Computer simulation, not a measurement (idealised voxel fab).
process module | voxel capacitor over wiring
cross-section cut | 220 nm wide | cells 5 nm
A cross-section is a grid of square cells, given in bands from the top down. A band is one or more rows of cells.
Each band's line starts with the height of the band's top and of its bottom, in nm. Then come its materials from left to right, each with its width in nm. One material with "throughout" fills the band from edge to edge. "air" is empty space.
Height 0 is the level under which the wafer as received is all one material. The lowest band goes on downwards, as in "0 down".
A width such as "30 to 40" changes by the same amount from each row of cells to the next, from the band's top row to its bottom row.
"no change" after a step means that no cell of the cross-section changed.
closed voids: empty space of 8 cells or more with no open way to the top, each as width x height at its distance from the left edge, in nm
after a step's settings: what the simulator itself notes on the step
overlay nm, on a step with a mask: how far to the right of its planned place the mask lay; to the left if negative
plan
1 op RECEIVE | material Si
2 op CONFORMAL_DEP | material SiO2 | thk nm 10
3 op DIRECTIONAL_DEP | material TiN | thk nm 5
4 op DIRECTIONAL_DEP | material W | thk nm 15
5 op DIRECTIONAL_DEP | material aC | thk nm 10
6 op PATTERN | tone cover | mask id METAL_1 | material resist | width nm 20 | pitch nm 70 | thk nm 30 | overlay nm 0
7 op DIRECTIONAL_ETCH | etch materials aC | depth nm 10
8 op STRIP | etch materials resist
9 op DIRECTIONAL_ETCH | etch materials W | depth nm 15
10 op DIRECTIONAL_ETCH | etch materials TiN | depth nm 5
11 op STRIP | etch materials aC
12 op CONFORMAL_DEP | material SiCN | thk nm 5
13 op FILL_DEP | material SiO2 | thk nm 5
14 op CMP | height nm 30
15 op CONFORMAL_DEP | material SiCN | thk nm 5
16 op DIRECTIONAL_DEP | material SiO2 | thk nm 15
17 op MASKED_ETCH | tone open | mask id PLUG_1 | width nm 15 | etch materials SiO2 | depth nm 15 | overlay nm 0
18 op MASKED_ETCH | tone open | mask id PLUG_1 | width nm 15 | etch materials SiCN | depth nm 5 | overlay nm 0
19 op CONFORMAL_DEP | material TiN | thk nm 5
20 op FILL_DEP | material Ru | thk nm 5
21 op CMP | height nm 50
22 op DIRECTIONAL_DEP | material TiN | thk nm 10
23 op DIRECTIONAL_DEP | material HfO2 | thk nm 5
24 op DIRECTIONAL_DEP | material TiN | thk nm 5
25 op PATTERN | tone cover | mask id UPPER_PLATE | material resist | width nm 55 | thk nm 15 | overlay nm 0
26 op DIRECTIONAL_ETCH | etch materials TiN | depth nm 5
27 op DIRECTIONAL_ETCH | etch materials HfO2 | depth nm 5
28 op STRIP | etch materials resist
29 op DIRECTIONAL_DEP | material aC | thk nm 10
30 op PATTERN | tone cover | mask id LOWER_PLATE | material resist | width nm 65 | thk nm 25 | overlay nm 0
31 op DIRECTIONAL_ETCH | etch materials aC | depth nm 10
32 op STRIP | etch materials resist
33 op DIRECTIONAL_ETCH | etch materials TiN | depth nm 10
34 op STRIP | etch materials aC
35 op FILL_DEP | material SiO2 | thk nm 15
36 op CMP | height nm 80
37 op PATTERN | tone open | mask id PLUG_2 | material resist | width nm 15 | thk nm 20 | overlay nm 0
38 op DIRECTIONAL_ETCH | etch materials SiO2 | depth nm 10
39 op STRIP | etch materials resist
40 op CONFORMAL_DEP | material TiN | thk nm 5
41 op FILL_DEP | material Ru | thk nm 10
42 op CMP | height nm 80
43 op CONFORMAL_DEP | material SiN | thk nm 5
first wafer, as planned
as received, after step 1
  0 down: Si throughout
  closed voids: none
after step 2
  10 to 0: SiO2 throughout
  below 0: unchanged
after step 3
  15 to 10: TiN throughout
  below 10: unchanged
after step 4
  30 to 15: W throughout
  below 15: unchanged
after step 5
  40 to 30: aC throughout
  below 30: unchanged
after step 6
  70 to 40: air 65 | resist 20 | air 50 | resist 20 | air 65
  below 40: unchanged
after step 7
  60 to 40: air 65 | resist 20 | air 50 | resist 20 | air 65
  40 to 30: air 65 | aC 20 | air 50 | aC 20 | air 65
  below 30: unchanged
after step 8
  40 to 30: air 65 | aC 20 | air 50 | aC 20 | air 65
  below 30: unchanged
after step 9
  40 to 30: air 65 | aC 20 | air 50 | aC 20 | air 65
  30 to 15: air 65 | W 20 | air 50 | W 20 | air 65
  below 15: unchanged
after step 10
  40 to 30: air 65 | aC 20 | air 50 | aC 20 | air 65
  30 to 15: air 65 | W 20 | air 50 | W 20 | air 65
  15 to 10: air 65 | TiN 20 | air 50 | TiN 20 | air 65
  below 10: unchanged
after step 11
  30 to 15: air 65 | W 20 | air 50 | W 20 | air 65
  below 15: unchanged
after step 12
  35 to 30: air 60 | SiCN 30 | air 40 | SiCN 30 | air 60
  30 to 15: air 60 | SiCN 5 | W 20 | SiCN 5 | air 40 | SiCN 5 | W 20 | SiCN 5 | air 60
  15 to 10: SiCN 65 | TiN 20 | SiCN 50 | TiN 20 | SiCN 65
  below 10: unchanged
after step 13
  40 to 35: SiO2 throughout
  35 to 30: SiO2 60 | SiCN 30 | SiO2 40 | SiCN 30 | SiO2 60
  30 to 15: SiO2 60 | SiCN 5 | W 20 | SiCN 5 | SiO2 40 | SiCN 5 | W 20 | SiCN 5 | SiO2 60
  below 15: unchanged
after step 14
  30 to 15: SiO2 60 | SiCN 5 | W 20 | SiCN 5 | SiO2 40 | SiCN 5 | W 20 | SiCN 5 | SiO2 60
  below 15: unchanged
after step 15
  35 to 30: SiCN throughout
  below 30: unchanged
after step 16
  50 to 35: SiO2 throughout
  below 35: unchanged
after step 17
  50 to 35: SiO2 70 | air 15 | SiO2 135
  below 35: unchanged
after step 18
  50 to 35: SiO2 70 | air 15 | SiO2 135
  35 to 30: SiCN 70 | air 15 | SiCN 135
  below 30: unchanged
after step 19
  55 to 50: TiN 75 | air 5 | TiN 140
  50 to 35: SiO2 70 | TiN 5 | air 5 | TiN 5 | SiO2 135
  35 to 30: SiCN 70 | TiN 15 | SiCN 135
  below 30: unchanged
after step 20
  60 to 55: Ru throughout
  55 to 50: TiN 75 | Ru 5 | TiN 140
  50 to 35: SiO2 70 | TiN 5 | Ru 5 | TiN 5 | SiO2 135
  below 35: unchanged
after step 21
  50 to 35: SiO2 70 | TiN 5 | Ru 5 | TiN 5 | SiO2 135
  below 35: unchanged
after step 22
  60 to 50: TiN throughout
  below 50: unchanged
after step 23
  65 to 60: HfO2 throughout
  below 60: unchanged
after step 24
  70 to 65: TiN throughout
  below 65: unchanged
after step 25
  85 to 70: air 70 | resist 55 | air 95
  below 70: unchanged
after step 26
  85 to 70: air 70 | resist 55 | air 95
  70 to 65: air 70 | TiN 55 | air 95
  below 65: unchanged
after step 27
  85 to 70: air 70 | resist 55 | air 95
  70 to 65: air 70 | TiN 55 | air 95
  65 to 60: air 70 | HfO2 55 | air 95
  below 60: unchanged
after step 28
  70 to 65: air 70 | TiN 55 | air 95
  below 65: unchanged
after step 29
  80 to 70: air 70 | aC 55 | air 95
  70 to 65: aC 70 | TiN 55 | aC 95
  65 to 60: aC 70 | HfO2 55 | aC 95
  below 60: unchanged
after step 30
  105 to 80: air 65 | resist 65 | air 90
  80 to 70: air 65 | resist 5 | aC 55 | resist 5 | air 90
  below 70: unchanged
after step 31
  95 to 80: air 65 | resist 65 | air 90
  80 to 70: air 65 | resist 5 | aC 55 | resist 5 | air 90
  70 to 65: air 65 | aC 5 | TiN 55 | aC 5 | air 90
  65 to 60: air 65 | aC 5 | HfO2 55 | aC 5 | air 90
  below 60: unchanged
after step 32
  80 to 70: air 70 | aC 55 | air 95
  below 70: unchanged
after step 33
  80 to 70: air 70 | aC 55 | air 95
  70 to 65: air 65 | aC 5 | TiN 55 | aC 5 | air 90
  65 to 60: air 65 | aC 5 | HfO2 55 | aC 5 | air 90
  60 to 50: air 65 | TiN 65 | air 90
  below 50: unchanged
after step 34
  70 to 65: air 70 | TiN 55 | air 95
  65 to 60: air 70 | HfO2 55 | air 95
  below 60: unchanged
after step 35
  85 to 70: SiO2 throughout
  70 to 65: SiO2 70 | TiN 55 | SiO2 95
  65 to 60: SiO2 70 | HfO2 55 | SiO2 95
  60 to 50: SiO2 65 | TiN 65 | SiO2 90
  below 50: unchanged
after step 36
  80 to 70: SiO2 throughout
  below 70: unchanged
after step 37
  100 to 80: resist 80 | air 15 | resist 125
  below 80: unchanged
after step 38
  100 to 80: resist 80 | air 15 | resist 125
  80 to 70: SiO2 80 | air 15 | SiO2 125
  below 70: unchanged
after step 39
  80 to 70: SiO2 80 | air 15 | SiO2 125
  below 70: unchanged
after step 40
  85 to 80: TiN 85 | air 5 | TiN 130
  80 to 75: SiO2 80 | TiN 5 | air 5 | TiN 5 | SiO2 125
  75 to 65: SiO2 80 to 70 | TiN 15 to 55 | SiO2 125 to 95
  below 65: unchanged
after step 41
  95 to 85: Ru throughout
  85 to 80: TiN 85 | Ru 5 | TiN 130
  80 to 75: SiO2 80 | TiN 5 | Ru 5 | TiN 5 | SiO2 125
  below 75: unchanged
after step 42
  80 to 75: SiO2 80 | TiN 5 | Ru 5 | TiN 5 | SiO2 125
  below 75: unchanged
after step 43
  85 to 80: SiN throughout
  below 80: unchanged
second wafer: like start, like plan, one mistake. Through step 24 it matches the first wafer
when step 25 should have ended
  85 to 70: air 75 | resist 45 | air 100
  below 70: unchanged
when step 26 should have ended
  85 to 70: air 75 | resist 45 | air 100
  70 to 65: air 75 | TiN 45 | air 100
  below 65: unchanged
when step 27 should have ended
  85 to 70: air 75 | resist 45 | air 100
  70 to 65: air 75 | TiN 45 | air 100
  65 to 60: air 75 | HfO2 45 | air 100
  below 60: unchanged
when step 28 should have ended
  70 to 65: air 75 | TiN 45 | air 100
  below 65: unchanged
when step 29 should have ended
  80 to 70: air 75 | aC 45 | air 100
  70 to 65: aC 75 | TiN 45 | aC 100
  65 to 60: aC 75 | HfO2 45 | aC 100
  below 60: unchanged
when step 30 should have ended
  105 to 80: air 65 | resist 65 | air 90
  80 to 70: air 65 | resist 10 | aC 45 | resist 10 | air 90
  below 70: unchanged
when step 31 should have ended
  95 to 80: air 65 | resist 65 | air 90
  80 to 70: air 65 | resist 10 | aC 45 | resist 10 | air 90
  70 to 65: air 65 | aC 10 | TiN 45 | aC 10 | air 90
  65 to 60: air 65 | aC 10 | HfO2 45 | aC 10 | air 90
  below 60: unchanged
when step 32 should have ended
  80 to 70: air 75 | aC 45 | air 100
  below 70: unchanged
when step 33 should have ended
  80 to 70: air 75 | aC 45 | air 100
  70 to 65: air 65 | aC 10 | TiN 45 | aC 10 | air 90
  65 to 60: air 65 | aC 10 | HfO2 45 | aC 10 | air 90
  60 to 50: air 65 | TiN 65 | air 90
  below 50: unchanged
when step 34 should have ended
  70 to 65: air 75 | TiN 45 | air 100
  65 to 60: air 75 | HfO2 45 | air 100
  below 60: unchanged
when step 35 should have ended
  85 to 70: SiO2 throughout
  70 to 65: SiO2 75 | TiN 45 | SiO2 100
  65 to 60: SiO2 75 | HfO2 45 | SiO2 100
  60 to 50: SiO2 65 | TiN 65 | SiO2 90
  below 50: unchanged
when step 36 should have ended
  80 to 70: SiO2 throughout
  below 70: unchanged
when step 37 should have ended
  100 to 80: resist 80 | air 15 | resist 125
  below 80: unchanged
when step 38 should have ended
  100 to 80: resist 80 | air 15 | resist 125
  80 to 70: SiO2 80 | air 15 | SiO2 125
  below 70: unchanged
when step 39 should have ended
  80 to 70: SiO2 80 | air 15 | SiO2 125
  below 70: unchanged
when step 40 should have ended
  85 to 80: TiN 85 | air 5 | TiN 130
  80 to 75: SiO2 80 | TiN 5 | air 5 | TiN 5 | SiO2 125
  75 to 65: SiO2 80 to 75 | TiN 15 to 45 | SiO2 125 to 100
  below 65: unchanged
when step 41 should have ended
  95 to 85: Ru throughout
  85 to 80: TiN 85 | Ru 5 | TiN 130
  80 to 75: SiO2 80 | TiN 5 | Ru 5 | TiN 5 | SiO2 125
  below 75: unchanged
when step 42 should have ended
  80 to 75: SiO2 80 | TiN 5 | Ru 5 | TiN 5 | SiO2 125
  below 75: unchanged
when step 43 should have ended
  85 to 80: SiN throughout
  below 80: unchanged
what went wrong: step 25 ran as: op PATTERN | tone cover | mask id UPPER_PLATE | material resist | width nm 45 | thk nm 15 | overlay nm 0
at the end the second wafer has, in cells: 2 fewer of HfO2 | 4 more of SiO2 | 2 fewer of TiN
